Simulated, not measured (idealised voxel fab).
Module name: voxel transistor to metal (process module)
The cross-section on display is named cut; it measures 160 nm wide, and its cells are 5 nm squares.
A cross-section in this document is a grid of square cells, and it is written down as bands, the top band listed before the ones below it; a band is made up of one or more rows of cells.
A band entry consists of two parts. The first gives the height of the band's top and the height of its bottom, in nm. The rest lists the band's materials from left to right, each with its width in nm. A single material labelled with the word "throughout" fills the band from edge to edge, and the word "empty" marks empty space.
Heights from 0 (as-received wafer is one material below). Bottom band endless downward, as "0 and below".
Width spec "30 to 40" -> top row of cells at first value, bottom row at second value, equal per-row change in between.
Where a step carries "everything unchanged", the cross-section came out of it unchanged, cell for cell.
Each empty space that has no open way to the top and spans at least 8 cells appears under "Unvented voids" as width x height at distance, the distance counted from the left edge, all in nm.
Post-settings text on a step line: simulator's own remark regarding the step.
What "overlay nm" on a step's line means: if the step has a mask, that mask lay this far to the right of its planned place, or, when the value is negative, to the left.
Pairs from here to the end. Each: cross-section before one process step, cross-section after it, the latter only as far down as the lowest band that changed. Under each: the step between, and its settings. Mind that the pairs may be taken from different runs of this module on the same starting wafer; whether a pair continues from the pair above depends on its entry headed "Prior to processing", and it does only where that entry says so.

Prior to processing
90 down to 60  empty: 65; resist: 30; empty: 65
60 down to 55  aC: 20; empty: 45; resist: 30; empty: 45; aC: 20
55 down to 50  aC: 20; empty: 15; aC: 90; empty: 15; aC: 20
50 down to 45  aC throughout
45 down to 40  SiCN: 20; aC: 120; SiCN: 20
40 down to 35  SiCN: 20; aC: 15; SiCN: 90; aC: 15; SiCN: 20
35 down to 30  SiCN throughout
30 down to 25  polySi: 20; SiCN: 120; polySi: 20
25 down to 20  polySi: 20; SiCN: 15; polySi: 90; SiCN: 15; polySi: 20
20 down to 5  polySi throughout
5 down to 0  SiO2: 20; polySi: 120; SiO2: 20
0 down to -5  SiO2: 20; polySi: 15; SiO2: 90; polySi: 15; SiO2: 20
-5 down to -10  SiO2: 40; Si: 80; SiO2: 40
-10 down to -35  SiO2: 35; Si: 90; SiO2: 35
-35 and below  Si throughout
Unvented voids: none

Post-Step Geometry
75 down to 55  empty: 65; resist: 30; empty: 65
55 down to 45  empty: 65; aC: 30; empty: 65
45 down to 40  SiCN: 20; empty: 45; aC: 30; empty: 45; SiCN: 20
40 down to 35  SiCN: 20; empty: 15; SiCN: 90; empty: 15; SiCN: 20
Below a height of 35, the structure has not been altered.
Unvented voids: none
Link between the two cross-sections above: DIRECTIONAL_ETCH, etch materials aC, depth nm 15

Prior to processing: cross-section not repeated; it is the one shown after the step in the pair just above.

Post-Step Geometry
55 down to 45  empty: 65; aC: 30; empty: 65
Below a height of 45, the structure has not been altered.
Unvented voids: none
Link between the two cross-sections above: STRIP, etch materials resist

Prior to processing: cross-section not repeated; it is the one shown after the step in the pair just above.

Post-Step Geometry
55 down to 40  empty: 65; aC: 30; empty: 65
40 down to 30  empty: 65; SiCN: 30; empty: 65
30 down to 25  polySi: 20; empty: 45; SiCN: 30; empty: 45; polySi: 20
25 down to 20  polySi: 20; empty: 15; polySi: 90; empty: 15; polySi: 20
Below a height of 20, the structure has not been altered.
Unvented voids: none
Link between the two cross-sections above: DIRECTIONAL_ETCH, etch materials SiCN, depth nm 25

Prior to processing: cross-section not repeated; it is the one shown after the step in the pair just above.

Post-Step Geometry
55 down to 40  empty: 65; aC: 30; empty: 65
40 down to 25  empty: 65; SiCN: 30; empty: 65
25 down to 5  empty: 65; polySi: 30; empty: 65
5 down to 0  SiO2: 20; empty: 45; polySi: 30; empty: 45; SiO2: 20
0 down to -5  SiO2: 20; empty: 15; SiO2: 90; empty: 15; SiO2: 20
Below a height of -5, the structure has not been altered.
Unvented voids: none
Link between the two cross-sections above: DIRECTIONAL_ETCH, etch materials polySi, depth nm 35

Prior to processing: cross-section not repeated; it is the one shown after the step in the pair just above.

Post-Step Geometry
40 down to 25  empty: 65; SiCN: 30; empty: 65
Below a height of 25, the structure has not been altered.
Unvented voids: none
Link between the two cross-sections above: STRIP, etch materials aC

Prior to processing: cross-section not repeated; it is the one shown after the step in the pair just above.

Post-Step Geometry
45 down to 40  empty: 60; SiN: 40; empty: 60
40 down to 25  empty: 60; SiN: 5; SiCN: 30; SiN: 5; empty: 60
25 down to 10  empty: 60; SiN: 5; polySi: 30; SiN: 5; empty: 60
10 down to 5  SiN: 25; empty: 35; SiN: 5; polySi: 30; SiN: 5; empty: 35; SiN: 25
5 down to 0  SiO2: 20; SiN: 5; empty: 5; SiN: 35; polySi: 30; SiN: 35; empty: 5; SiN: 5; SiO2: 20
0 down to -5  SiO2: 20; SiN: 15; SiO2: 90; SiN: 15; SiO2: 20
Below a height of -5, the structure has not been altered.
Unvented voids: none
Link between the two cross-sections above: CONFORMAL_DEP, material SiN, thk nm 5

Prior to processing: cross-section not repeated; it is the one shown after the step in the pair just above.

Post-Step Geometry
40 down to 25  empty: 60; SiN: 5; SiCN: 30; SiN: 5; empty: 60
25 down to 5  empty: 60; SiN: 5; polySi: 30; SiN: 5; empty: 60
5 down to 0  SiO2: 20; SiN: 5; empty: 35; SiN: 5; polySi: 30; SiN: 5; empty: 35; SiN: 5; SiO2: 20
0 down to -5  SiO2: 20; SiN: 5; empty: 5; SiN: 5; SiO2: 90; SiN: 5; empty: 5; SiN: 5; SiO2: 20
Below a height of -5, the structure has not been altered.
Unvented voids: none
Link between the two cross-sections above: DIRECTIONAL_ETCH, etch materials SiN, depth nm 5

Prior to processing: cross-section not repeated; it is the one shown after the step in the pair just above.

Post-Step Geometry
40 down to 25  empty: 60; SiN: 5; SiCN: 30; SiN: 5; empty: 60
25 down to 5  empty: 60; SiN: 5; polySi: 30; SiN: 5; empty: 60
5 down to 0  empty: 20; SiN: 5; empty: 35; SiN: 5; polySi: 30; SiN: 5; empty: 35; SiN: 5; empty: 20
0 down to -5  SiO2: 20; SiN: 5; empty: 5; SiN: 5; empty: 25; SiO2: 40; empty: 25; SiN: 5; empty: 5; SiN: 5; SiO2: 20
-5 down to -10  SiO2: 25; empty: 5; SiO2: 10; Si: 80; SiO2: 10; empty: 5; SiO2: 25
Below a height of -10, the structure has not been altered.
Unvented voids: none
Link between the two cross-sections above: DIRECTIONAL_ETCH, etch materials SiO2, depth nm 5

Prior to processing: cross-section not repeated; it is the one shown after the step in the pair just above.

Post-Step Geometry
40 down to 25  empty: 60; SiN: 5; SiCN: 30; SiN: 5; empty: 60
25 down to 5  empty: 60; SiN: 5; polySi: 30; SiN: 5; empty: 60
5 down to 0  empty: 20; SiN: 5; empty: 35; SiN: 5; polySi: 30; SiN: 5; empty: 35; SiN: 5; empty: 20
0 down to -5  SiO2: 20; SiN: 5; empty: 5; SiN: 5; empty: 25; SiO2: 40; empty: 25; SiN: 5; empty: 5; SiN: 5; SiO2: 20
-5 down to -10  SiO2: 25; empty: 5; SiO2: 10; empty: 20; Si: 40; empty: 20; SiO2: 10; empty: 5; SiO2: 25
-10 down to -20  SiO2: 35; Si: 5; empty: 20; Si: 40; empty: 20; Si: 5; SiO2: 35
Below a height of -20, the structure has not been altered.
Unvented voids: none
Link between the two cross-sections above: DIRECTIONAL_ETCH, etch materials Si, depth nm 15

Prior to processing: cross-section not repeated; it is the one shown after the step in the pair just above.

Post-Step Geometry
40 down to 25  empty: 60; SiN: 5; SiCN: 30; SiN: 5; empty: 60
25 down to 10  empty: 60; SiN: 5; polySi: 30; SiN: 5; empty: 60
10 down to 5  empty: 45; pSi: 15; SiN: 5; polySi: 30; SiN: 5; pSi: 15; empty: 45
5 down to 0  empty: 20; SiN: 5; empty: 5; pSi: 30; SiN: 5; polySi: 30; SiN: 5; pSi: 30; empty: 5; SiN: 5; empty: 20
0 down to -5  SiO2: 20; SiN: 5; empty: 5; SiN: 5; pSi: 25; SiO2: 40; pSi: 25; SiN: 5; empty: 5; SiN: 5; SiO2: 20
-5 down to -10  SiO2: 25; empty: 5; SiO2: 10; pSi: 20; Si: 40; pSi: 20; SiO2: 10; empty: 5; SiO2: 25
-10 down to -20  SiO2: 35; Si: 5; pSi: 20; Si: 40; pSi: 20; Si: 5; SiO2: 35
Below a height of -20, the structure has not been altered.
Unvented voids: none
Link between the two cross-sections above: EPI, material pSi, thk nm 15

Prior to processing: cross-section not repeated; it is the one shown after the step in the pair just above.

Post-Step Geometry
50 down to 40  SiO2 throughout
40 down to 25  SiO2: 60; SiN: 5; SiCN: 30; SiN: 5; SiO2: 60
25 down to 10  SiO2: 60; SiN: 5; polySi: 30; SiN: 5; SiO2: 60
10 down to 5  SiO2: 45; pSi: 15; SiN: 5; polySi: 30; SiN: 5; pSi: 15; SiO2: 45
5 down to 0  SiO2: 20; SiN: 5; SiO2: 5; pSi: 30; SiN: 5; polySi: 30; SiN: 5; pSi: 30; SiO2: 5; SiN: 5; SiO2: 20
0 down to -5  SiO2: 20; SiN: 5; SiO2: 5; SiN: 5; pSi: 25; SiO2: 40; pSi: 25; SiN: 5; SiO2: 5; SiN: 5; SiO2: 20
-5 down to -10  SiO2: 40; pSi: 20; Si: 40; pSi: 20; SiO2: 40
Below a height of -10, the structure has not been altered.
Unvented voids: none
Link between the two cross-sections above: FILL_DEP, material SiO2, thk nm 10

Prior to processing: cross-section not repeated; it is the one shown after the step in the pair just above.

Post-Step Geometry
25 down to 10  SiO2: 60; SiN: 5; polySi: 30; SiN: 5; SiO2: 60
Below a height of 10, the structure has not been altered.
Unvented voids: none
Link between the two cross-sections above: CMP, height nm 25

Prior to processing: cross-section not repeated; it is the one shown after the step in the pair just above.

Post-Step Geometry
25 down to 10  SiO2: 60; SiN: 5; empty: 30; SiN: 5; SiO2: 60
10 down to 5  SiO2: 45; pSi: 15; SiN: 5; empty: 30; SiN: 5; pSi: 15; SiO2: 45
5 down to 0  SiO2: 20; SiN: 5; SiO2: 5; pSi: 30; SiN: 5; empty: 30; SiN: 5; pSi: 30; SiO2: 5; SiN: 5; SiO2: 20
Below a height of 0, the structure has not been altered.
Unvented voids: none
Link between the two cross-sections above: STRIP, etch materials polySi

Prior to processing: cross-section not repeated; it is the one shown after the step in the pair just above.

Post-Step Geometry
25 down to 20  empty: 60; SiN: 5; empty: 30; SiN: 5; empty: 60
20 down to 10  SiO2: 60; SiN: 5; empty: 30; SiN: 5; SiO2: 60
10 down to 5  SiO2: 45; pSi: 15; SiN: 5; empty: 30; SiN: 5; pSi: 15; SiO2: 45
5 down to 0  SiO2: 20; SiN: 5; SiO2: 5; pSi: 30; SiN: 5; empty: 30; SiN: 5; pSi: 30; SiO2: 5; SiN: 5; SiO2: 20
0 down to -5  SiO2: 20; SiN: 5; SiO2: 5; SiN: 5; pSi: 25; empty: 40; pSi: 25; SiN: 5; SiO2: 5; SiN: 5; SiO2: 20
Below a height of -5, the structure has not been altered.
Unvented voids: none
Link between the two cross-sections above: SELECTIVE_ETCH, etch materials SiO2, depth nm 5

Prior to processing: cross-section not repeated; it is the one shown after the step in the pair just above.

Post-Step Geometry
30 down to 25  empty: 55; HfO2: 15; empty: 20; HfO2: 15; empty: 55
25 down to 20  HfO2: 60; SiN: 5; HfO2: 5; empty: 20; HfO2: 5; SiN: 5; HfO2: 60
20 down to 10  SiO2: 60; SiN: 5; HfO2: 5; empty: 20; HfO2: 5; SiN: 5; SiO2: 60
10 down to 5  SiO2: 45; pSi: 15; SiN: 5; HfO2: 5; empty: 20; HfO2: 5; SiN: 5; pSi: 15; SiO2: 45
5 down to 0  SiO2: 20; SiN: 5; SiO2: 5; pSi: 30; SiN: 5; HfO2: 5; empty: 20; HfO2: 5; SiN: 5; pSi: 30; SiO2: 5; SiN: 5; SiO2: 20
0 down to -5  SiO2: 20; SiN: 5; SiO2: 5; SiN: 5; pSi: 25; HfO2: 40; pSi: 25; SiN: 5; SiO2: 5; SiN: 5; SiO2: 20
Below a height of -5, the structure has not been altered.
Unvented voids: none
Link between the two cross-sections above: CONFORMAL_DEP, material HfO2, thk nm 5

Prior to processing: cross-section not repeated; it is the one shown after the step in the pair just above.

Post-Step Geometry
35 down to 30  empty: 50; TiN: 25; empty: 10; TiN: 25; empty: 50
30 down to 25  TiN: 55; HfO2: 15; TiN: 5; empty: 10; TiN: 5; HfO2: 15; TiN: 55
25 down to 20  HfO2: 60; SiN: 5; HfO2: 5; TiN: 5; empty: 10; TiN: 5; HfO2: 5; SiN: 5; HfO2: 60
20 down to 10  SiO2: 60; SiN: 5; HfO2: 5; TiN: 5; empty: 10; TiN: 5; HfO2: 5; SiN: 5; SiO2: 60
10 down to 5  SiO2: 45; pSi: 15; SiN: 5; HfO2: 5; TiN: 5; empty: 10; TiN: 5; HfO2: 5; SiN: 5; pSi: 15; SiO2: 45
5 down to 0  SiO2: 20; SiN: 5; SiO2: 5; pSi: 30; SiN: 5; HfO2: 5; TiN: 20; HfO2: 5; SiN: 5; pSi: 30; SiO2: 5; SiN: 5; SiO2: 20
Below a height of 0, the structure has not been altered.
Unvented voids: none
Link between the two cross-sections above: CONFORMAL_DEP, material TiN, thk nm 5

Prior to processing: cross-section not repeated; it is the one shown after the step in the pair just above.

Post-Step Geometry
40 down to 35  W throughout
35 down to 30  W: 50; TiN: 25; W: 10; TiN: 25; W: 50
30 down to 25  TiN: 55; HfO2: 15; TiN: 5; W: 10; TiN: 5; HfO2: 15; TiN: 55
25 down to 20  HfO2: 60; SiN: 5; HfO2: 5; TiN: 5; W: 10; TiN: 5; HfO2: 5; SiN: 5; HfO2: 60
20 down to 10  SiO2: 60; SiN: 5; HfO2: 5; TiN: 5; W: 10; TiN: 5; HfO2: 5; SiN: 5; SiO2: 60
10 down to 5  SiO2: 45; pSi: 15; SiN: 5; HfO2: 5; TiN: 5; W: 10; TiN: 5; HfO2: 5; SiN: 5; pSi: 15; SiO2: 45
Below a height of 5, the structure has not been altered.
Unvented voids: none
Link between the two cross-sections above: FILL_DEP, material W, thk nm 5

Prior to processing: cross-section not repeated; it is the one shown after the step in the pair just above.

Post-Step Geometry
20 down to 10  SiO2: 60; SiN: 5; HfO2: 5; TiN: 5; W: 10; TiN: 5; HfO2: 5; SiN: 5; SiO2: 60
Below a height of 10, the structure has not been altered.
Unvented voids: none
Link between the two cross-sections above: CMP, height nm 20

Prior to processing: cross-section not repeated; it is the one shown after the step in the pair just above.

Post-Step Geometry
30 down to 20  SiO2 throughout
Below a height of 20, the structure has not been altered.
Unvented voids: none
Link between the two cross-sections above: DIRECTIONAL_DEP, material SiO2, thk nm 10

Prior to processing: cross-section not repeated; it is the one shown after the step in the pair just above.

Post-Step Geometry
30 down to 20  SiO2: 35; empty: 15; SiO2: 60; empty: 15; SiO2: 35
20 down to 10  SiO2: 35; empty: 15; SiO2: 10; SiN: 5; HfO2: 5; TiN: 5; W: 10; TiN: 5; HfO2: 5; SiN: 5; SiO2: 10; empty: 15; SiO2: 35
10 down to 5  SiO2: 35; empty: 10; pSi: 15; SiN: 5; HfO2: 5; TiN: 5; W: 10; TiN: 5; HfO2: 5; SiN: 5; pSi: 15; empty: 10; SiO2: 35
Below a height of 5, the structure has not been altered.
Unvented voids: none
Link between the two cross-sections above: MASKED_ETCH, tone open, mask id CONTACT, width nm 15, pitch nm 75, etch materials SiO2, depth nm 35, overlay nm 0

Prior to processing: cross-section not repeated; it is the one shown after the step in the pair just above.

Post-Step Geometry
35 down to 30  TiN: 40; empty: 5; TiN: 70; empty: 5; TiN: 40
30 down to 20  SiO2: 35; TiN: 5; empty: 5; TiN: 5; SiO2: 60; TiN: 5; empty: 5; TiN: 5; SiO2: 35
20 down to 15  SiO2: 35; TiN: 5; empty: 5; TiN: 5; SiO2: 10; SiN: 5; HfO2: 5; TiN: 5; W: 10; TiN: 5; HfO2: 5; SiN: 5; SiO2: 10; TiN: 5; empty: 5; TiN: 5; SiO2: 35
15 down to 10  SiO2: 35; TiN: 15; SiO2: 10; SiN: 5; HfO2: 5; TiN: 5; W: 10; TiN: 5; HfO2: 5; SiN: 5; SiO2: 10; TiN: 15; SiO2: 35
10 down to 5  SiO2: 35; TiN: 10; pSi: 15; SiN: 5; HfO2: 5; TiN: 5; W: 10; TiN: 5; HfO2: 5; SiN: 5; pSi: 15; TiN: 10; SiO2: 35
Below a height of 5, the structure has not been altered.
Unvented voids: none
Link between the two cross-sections above: CONFORMAL_DEP, material TiN, thk nm 5

Prior to processing: cross-section not repeated; it is the one shown after the step in the pair just above.

Post-Step Geometry
40 down to 35  Ru throughout
35 down to 30  TiN: 40; Ru: 5; TiN: 70; Ru: 5; TiN: 40
30 down to 20  SiO2: 35; TiN: 5; Ru: 5; TiN: 5; SiO2: 60; TiN: 5; Ru: 5; TiN: 5; SiO2: 35
20 down to 15  SiO2: 35; TiN: 5; Ru: 5; TiN: 5; SiO2: 10; SiN: 5; HfO2: 5; TiN: 5; W: 10; TiN: 5; HfO2: 5; SiN: 5; SiO2: 10; TiN: 5; Ru: 5; TiN: 5; SiO2: 35
Below a height of 15, the structure has not been altered.
Unvented voids: none
Link between the two cross-sections above: FILL_DEP, material Ru, thk nm 5

Prior to processing: cross-section not repeated; it is the one shown after the step in the pair just above.

Post-Step Geometry
30 down to 20  SiO2: 35; TiN: 5; Ru: 5; TiN: 5; SiO2: 60; TiN: 5; Ru: 5; TiN: 5; SiO2: 35
Below a height of 20, the structure has not been altered.
Unvented voids: none
Link between the two cross-sections above: CMP, height nm 30

Prior to processing: cross-section not repeated; it is the one shown after the step in the pair just above.

Post-Step Geometry
35 down to 30  SiN throughout
Below a height of 30, the structure has not been altered.
Unvented voids: none
Link between the two cross-sections above: CONFORMAL_DEP, material SiN, thk nm 5

Prior to processing: cross-section not repeated; it is the one shown after the step in the pair just above.

Post-Step Geometry
60 down to 35  SiO2 throughout
Below a height of 35, the structure has not been altered.
Unvented voids: none
Link between the two cross-sections above: DIRECTIONAL_DEP, material SiO2, thk nm 25

Prior to processing: cross-section not repeated; it is the one shown after the step in the pair just above.

Post-Step Geometry
80 down to 60  resist: 35; empty: 15; resist: 60; empty: 15; resist: 35
Below a height of 60, the structure has not been altered.
Unvented voids: none
Link between the two cross-sections above: PATTERN, tone open, mask id METAL_1, material resist, width nm 15, pitch nm 75, thk nm 20, overlay nm 0

Prior to processing: cross-section not repeated; it is the one shown after the step in the pair just above.

Post-Step Geometry
80 down to 60  resist: 35; empty: 15; resist: 60; empty: 15; resist: 35
60 down to 35  SiO2: 35; empty: 15; SiO2: 60; empty: 15; SiO2: 35
Below a height of 35, the structure has not been altered.
Unvented voids: none
Link between the two cross-sections above: DIRECTIONAL_ETCH, etch materials SiO2, depth nm 25

Prior to processing: cross-section not repeated; it is the one shown after the step in the pair just above.

Post-Step Geometry
80 down to 60  resist: 35; empty: 15; resist: 60; empty: 15; resist: 35
60 down to 35  SiO2: 35; empty: 15; SiO2: 60; empty: 15; SiO2: 35
35 down to 30  SiN: 35; empty: 15; SiN: 60; empty: 15; SiN: 35
Below a height of 30, the structure has not been altered.
Unvented voids: none
Link between the two cross-sections above: DIRECTIONAL_ETCH, etch materials SiN, depth nm 5

Prior to processing: cross-section not repeated; it is the one shown after the step in the pair just above.

Post-Step Geometry
60 down to 35  SiO2: 35; empty: 15; SiO2: 60; empty: 15; SiO2: 35
Below a height of 35, the structure has not been altered.
Unvented voids: none
Link between the two cross-sections above: STRIP, etch materials resist

Prior to processing: cross-section not repeated; it is the one shown after the step in the pair just above.

Post-Step Geometry
65 down to 60  TiN: 40; empty: 5; TiN: 70; empty: 5; TiN: 40
60 down to 35  SiO2: 35; TiN: 5; empty: 5; TiN: 5; SiO2: 60; TiN: 5; empty: 5; TiN: 5; SiO2: 35
35 down to 30  SiN: 35; TiN: 15; SiN: 60; TiN: 15; SiN: 35
Below a height of 30, the structure has not been altered.
Unvented voids: none
Link between the two cross-sections above: CONFORMAL_DEP, material TiN, thk nm 5

Prior to processing: cross-section not repeated; it is the one shown after the step in the pair just above.

Post-Step Geometry
75 down to 65  Cu throughout
65 down to 60  TiN: 40; Cu: 5; TiN: 70; Cu: 5; TiN: 40
60 down to 35  SiO2: 35; TiN: 5; Cu: 5; TiN: 5; SiO2: 60; TiN: 5; Cu: 5; TiN: 5; SiO2: 35
Below a height of 35, the structure has not been altered.
Unvented voids: none
Link between the two cross-sections above: FILL_DEP, material Cu, thk nm 10

Prior to processing: cross-section not repeated; it is the one shown after the step in the pair just above.

Post-Step Geometry
60 down to 35  SiO2: 35; TiN: 5; Cu: 5; TiN: 5; SiO2: 60; TiN: 5; Cu: 5; TiN: 5; SiO2: 35
Below a height of 35, the structure has not been altered.
Unvented voids: none
Link between the two cross-sections above: CMP, height nm 60

Prior to processing: cross-section not repeated; it is the one shown after the step in the pair just above.

Post-Step Geometry
65 down to 60  empty: 30; Ru: 25; empty: 50; Ru: 25; empty: 30
Below a height of 60, the structure has not been altered.
Unvented voids: none
Link between the two cross-sections above: EPI, material Ru, thk nm 5

Prior to processing: cross-section not repeated; it is the one shown after the step in the pair just above.

Post-Step Geometry
70 down to 65  SiCN throughout
65 down to 60  SiCN: 30; Ru: 25; SiCN: 50; Ru: 25; SiCN: 30
Below a height of 60, the structure has not been altered.
Unvented voids: none
Link between the two cross-sections above: FILL_DEP, material SiCN, thk nm 5

Prior to processing
75 down to 65  Cu throughout
65 down to 60  TiN: 40; Cu: 5; TiN: 70; Cu: 5; TiN: 40
60 down to 35  SiO2: 35; TiN: 5; Cu: 5; TiN: 5; SiO2: 60; TiN: 5; Cu: 5; TiN: 5; SiO2: 35
35 down to 30  SiN: 35; TiN: 15; SiN: 60; TiN: 15; SiN: 35
30 down to 20  SiO2: 35; TiN: 5; Ru: 5; TiN: 5; SiO2: 60; TiN: 5; Ru: 5; TiN: 5; SiO2: 35
20 down to 15  SiO2: 35; TiN: 5; Ru: 5; TiN: 5; SiO2: 10; SiN: 5; HfO2: 5; TiN: 5; W: 10; TiN: 5; HfO2: 5; SiN: 5; SiO2: 10; TiN: 5; Ru: 5; TiN: 5; SiO2: 35
15 down to 10  SiO2: 35; TiN: 15; SiO2: 10; SiN: 5; HfO2: 5; TiN: 5; W: 10; TiN: 5; HfO2: 5; SiN: 5; SiO2: 10; TiN: 15; SiO2: 35
10 down to 5  SiO2: 35; TiN: 10; pSi: 15; SiN: 5; HfO2: 5; TiN: 5; W: 10; TiN: 5; HfO2: 5; SiN: 5; pSi: 15; TiN: 10; SiO2: 35
5 down to 0  SiO2: 25; SiN: 5; SiO2: 5; TiN: 10; pSi: 15; SiN: 5; HfO2: 5; TiN: 20; HfO2: 5; SiN: 5; pSi: 15; TiN: 10; SiO2: 5; SiN: 5; SiO2: 25
0 down to -5  SiO2: 35; TiN: 10; pSi: 15; HfO2: 40; pSi: 15; TiN: 10; SiO2: 35
-5 down to -20  SiO2: 35; pSi: 25; Si: 40; pSi: 25; SiO2: 35
-20 down to -35  SiO2: 35; Si: 90; SiO2: 35
-35 and below  Si throughout
Unvented voids: none

Post-Step Geometry
70 down to 65  Cu throughout
Below a height of 65, the structure has not been altered.
Unvented voids: none
Link between the two cross-sections above: CMP, height nm 70

Prior to processing: cross-section not repeated; it is the one shown after the step in the pair just above.

Post-Step Geometry
75 down to 70  Ru throughout
Below a height of 70, the structure has not been altered.
Unvented voids: none
Link between the two cross-sections above: EPI, material Ru, thk nm 5

Prior to processing: cross-section not repeated; it is the one shown after the step in the pair just above.

Post-Step Geometry
80 down to 75  SiCN throughout
Below a height of 75, the structure has not been altered.
Unvented voids: none
Link between the two cross-sections above: FILL_DEP, material SiCN, thk nm 5

Prior to processing
30 down to 20  SiO2 throughout
20 down to 10  SiO2: 60; SiN: 5; HfO2: 5; TiN: 5; W: 10; TiN: 5; HfO2: 5; SiN: 5; SiO2: 60
10 down to 5  SiO2: 45; pSi: 15; SiN: 5; HfO2: 5; TiN: 5; W: 10; TiN: 5; HfO2: 5; SiN: 5; pSi: 15; SiO2: 45
5 down to 0  SiO2: 25; SiN: 5; SiO2: 15; pSi: 15; SiN: 5; HfO2: 5; TiN: 20; HfO2: 5; SiN: 5; pSi: 15; SiO2: 15; SiN: 5; SiO2: 25
0 down to -5  SiO2: 45; pSi: 15; HfO2: 40; pSi: 15; SiO2: 45
-5 down to -20  SiO2: 35; pSi: 25; Si: 40; pSi: 25; SiO2: 35
-20 down to -35  SiO2: 35; Si: 90; SiO2: 35
-35 and below  Si throughout
Unvented voids: none

Post-Step Geometry
30 down to 20  SiO2: 35; empty: 20; SiO2: 55; empty: 20; SiO2: 30
20 down to 10  SiO2: 35; empty: 20; SiO2: 5; SiN: 5; HfO2: 5; TiN: 5; W: 10; TiN: 5; HfO2: 5; SiN: 5; SiO2: 10; empty: 20; SiO2: 30
10 down to 5  SiO2: 35; empty: 10; pSi: 15; SiN: 5; HfO2: 5; TiN: 5; W: 10; TiN: 5; HfO2: 5; SiN: 5; pSi: 15; empty: 15; SiO2: 30
5 down to 0  SiO2: 25; SiN: 5; SiO2: 5; empty: 10; pSi: 15; SiN: 5; HfO2: 5; TiN: 20; HfO2: 5; SiN: 5; pSi: 15; empty: 15; SiN: 5; SiO2: 25
0 down to -5  SiO2: 35; empty: 10; pSi: 15; HfO2: 40; pSi: 15; empty: 15; SiO2: 30
Below a height of -5, the structure has not been altered.
Unvented voids: none
Link between the two cross-sections above: MASKED_ETCH, tone open, mask id CONTACT, width nm 20, pitch nm 75, etch materials SiO2, depth nm 35, overlay nm 0

Prior to processing: cross-section not repeated; it is the one shown after the step in the pair just above.

Post-Step Geometry
35 down to 30  TiN: 40; empty: 10; TiN: 65; empty: 10; TiN: 35
30 down to 20  SiO2: 35; TiN: 5; empty: 10; TiN: 5; SiO2: 55; TiN: 5; empty: 10; TiN: 5; SiO2: 30
20 down to 15  SiO2: 35; TiN: 5; empty: 10; TiN: 5; SiO2: 5; SiN: 5; HfO2: 5; TiN: 5; W: 10; TiN: 5; HfO2: 5; SiN: 5; SiO2: 10; TiN: 5; empty: 10; TiN: 5; SiO2: 30
15 down to 10  SiO2: 35; TiN: 20; SiO2: 5; SiN: 5; HfO2: 5; TiN: 5; W: 10; TiN: 5; HfO2: 5; SiN: 5; SiO2: 10; TiN: 10; empty: 5; TiN: 5; SiO2: 30
10 down to 5  SiO2: 35; TiN: 10; pSi: 15; SiN: 5; HfO2: 5; TiN: 5; W: 10; TiN: 5; HfO2: 5; SiN: 5; pSi: 15; TiN: 5; empty: 5; TiN: 5; SiO2: 30
5 down to 0  SiO2: 25; SiN: 5; SiO2: 5; TiN: 10; pSi: 15; SiN: 5; HfO2: 5; TiN: 20; HfO2: 5; SiN: 5; pSi: 15; TiN: 5; empty: 5; TiN: 5; SiN: 5; SiO2: 25
0 down to -5  SiO2: 35; TiN: 10; pSi: 15; HfO2: 40; pSi: 15; TiN: 15; SiO2: 30
Below a height of -5, the structure has not been altered.
Unvented voids: none
Link between the two cross-sections above: CONFORMAL_DEP, material TiN, thk nm 5

Prior to processing: cross-section not repeated; it is the one shown after the step in the pair just above.

Post-Step Geometry
40 down to 35  Ru throughout
35 down to 30  TiN: 40; Ru: 10; TiN: 65; Ru: 10; TiN: 35
30 down to 20  SiO2: 35; TiN: 5; Ru: 10; TiN: 5; SiO2: 55; TiN: 5; Ru: 10; TiN: 5; SiO2: 30
20 down to 15  SiO2: 35; TiN: 5; Ru: 10; TiN: 5; SiO2: 5; SiN: 5; HfO2: 5; TiN: 5; W: 10; TiN: 5; HfO2: 5; SiN: 5; SiO2: 10; TiN: 5; Ru: 10; TiN: 5; SiO2: 30
15 down to 10  SiO2: 35; TiN: 20; SiO2: 5; SiN: 5; HfO2: 5; TiN: 5; W: 10; TiN: 5; HfO2: 5; SiN: 5; SiO2: 10; TiN: 10; Ru: 5; TiN: 5; SiO2: 30
10 down to 5  SiO2: 35; TiN: 10; pSi: 15; SiN: 5; HfO2: 5; TiN: 5; W: 10; TiN: 5; HfO2: 5; SiN: 5; pSi: 15; TiN: 5; Ru: 5; TiN: 5; SiO2: 30
5 down to 0  SiO2: 25; SiN: 5; SiO2: 5; TiN: 10; pSi: 15; SiN: 5; HfO2: 5; TiN: 20; HfO2: 5; SiN: 5; pSi: 15; TiN: 5; Ru: 5; TiN: 5; SiN: 5; SiO2: 25
Below a height of 0, the structure has not been altered.
Unvented voids: none
Link between the two cross-sections above: FILL_DEP, material Ru, thk nm 5

Prior to processing: cross-section not repeated; it is the one shown after the step in the pair just above.

Post-Step Geometry
30 down to 20  SiO2: 35; TiN: 5; Ru: 10; TiN: 5; SiO2: 55; TiN: 5; Ru: 10; TiN: 5; SiO2: 30
Below a height of 20, the structure has not been altered.
Unvented voids: none
Link between the two cross-sections above: CMP, height nm 30

Prior to processing: cross-section not repeated; it is the one shown after the step in the pair just above.

Post-Step Geometry
35 down to 30  SiN throughout
Below a height of 30, the structure has not been altered.
Unvented voids: none
Link between the two cross-sections above: CONFORMAL_DEP, material SiN, thk nm 5

Prior to processing: cross-section not repeated; it is the one shown after the step in the pair just above.

Post-Step Geometry
60 down to 35  SiO2 throughout
Below a height of 35, the structure has not been altered.
Unvented voids: none
Link between the two cross-sections above: DIRECTIONAL_DEP, material SiO2, thk nm 25

Prior to processing: cross-section not repeated; it is the one shown after the step in the pair just above.

Post-Step Geometry
80 down to 60  resist: 35; empty: 15; resist: 60; empty: 15; resist: 35
Below a height of 60, the structure has not been altered.
Unvented voids: none
Link between the two cross-sections above: PATTERN, tone open, mask id METAL_1, material resist, width nm 15, pitch nm 75, thk nm 20, overlay nm 0

Prior to processing: cross-section not repeated; it is the one shown after the step in the pair just above.

Post-Step Geometry
80 down to 60  resist: 35; empty: 15; resist: 60; empty: 15; resist: 35
60 down to 35  SiO2: 35; empty: 15; SiO2: 60; empty: 15; SiO2: 35
Below a height of 35, the structure has not been altered.
Unvented voids: none
Link between the two cross-sections above: DIRECTIONAL_ETCH, etch materials SiO2, depth nm 25

Prior to processing: cross-section not repeated; it is the one shown after the step in the pair just above.

Post-Step Geometry
80 down to 60  resist: 35; empty: 15; resist: 60; empty: 15; resist: 35
60 down to 35  SiO2: 35; empty: 15; SiO2: 60; empty: 15; SiO2: 35
35 down to 30  SiN: 35; empty: 15; SiN: 60; empty: 15; SiN: 35
Below a height of 30, the structure has not been altered.
Unvented voids: none
Link between the two cross-sections above: DIRECTIONAL_ETCH, etch materials SiN, depth nm 5
